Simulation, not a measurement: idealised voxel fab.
Process module under the name voxel plated lines
Cross-sectional view cut (width: 265 nm; square cell size: 5 nm).
If you're reading a cross-section in this doc, picture square cells in a grid; it comes to you as bands, top ones listed first down to the bottom, and a band can be one or more rows of cells. Each band's line starts with the height of the band's top and of its bottom, in nm. Then come its materials from left to right, each with its width in nm. One material with "all across" fills the band from edge to edge. "empty" is empty space. The reference from which all heights are counted is 0, the level beneath which the as-received wafer is entirely one material; the lowest band, having no lower bound, proceeds downward and is written after the example "0..down". The width entry "30->40" should be interpreted row by row: the top row of cells in the band takes the first number, the bottom row takes the second number, and the change between adjacent rows is uniform throughout. Step note "all unchanged" = no cross-section cell changed. For the entry "Closed voids list", the listed items are empty spaces with no open way to the top whose size is 8 cells or more; each item follows the pattern width x height at distance, where distance is from the left edge and all three are in nm. Post-settings text on a step line: simulator's own remark regarding the step. The line of a step may include "overlay nm". On a step with a mask, this value is how far to the right of its planned place the mask lay. A negative value means the mask lay to the left.
The planned process steps are enumerated hereunder:
| 1 | RECEIVE,material Si |
| 2 | CONFORMAL_DEP,material SiO2,thk nm 5 |
| 3 | DIRECTIONAL_DEP,material TiN,thk nm 5 |
| 4 | PATTERN,tone open,mask id LINES,material resist,width nm 20,pitch nm 45,thk nm 25,overlay nm 0 |
| 5 | EPI,material Ru,thk nm 5 |
| 6 | EPI,material Ru,thk nm 5 |
| 7 | STRIP,etch materials resist |
| 8 | DIRECTIONAL_ETCH,etch materials TiN,depth nm 5 |
| 9 | CONFORMAL_DEP,material SiN,thk nm 5 |
As received, after step 1:
- 0..down: Si all across
- Closed voids list: none
Cross-sectional result after module completion. Note: starting condition and plan are unchanged from above; one processing mistake was made:
- 25..20: 50 nm empty, 35 nm SiN, 10 nm empty, 35 nm SiN, 10 nm empty, 35 nm SiN, 10 nm empty, 35 nm SiN, 45 nm empty
- 20..10: 50 nm empty, 5 nm SiN, 25 nm Ru, 5 nm SiN, 10 nm empty, 5 nm SiN, 25 nm Ru, 5 nm SiN, 10 nm empty, 5 nm SiN, 25 nm Ru, 5 nm SiN, 10 nm empty, 5 nm SiN, 25 nm Ru, 5 nm SiN, 45 nm empty
- 10..5: 55 nm SiN, 25 nm TiN, 20 nm SiN, 25 nm TiN, 20 nm SiN, 25 nm TiN, 20 nm SiN, 25 nm TiN, 50 nm SiN
- 5..0: SiO2 all across
- 0..down: Si all across
- Closed voids list: none
Heads up, the wafer didn't run the way we planned it: planned and actual differ for step 4; actual: PATTERN,tone open,mask id LINES,material resist,width nm 25,pitch nm 45,thk nm 25,overlay nm 0
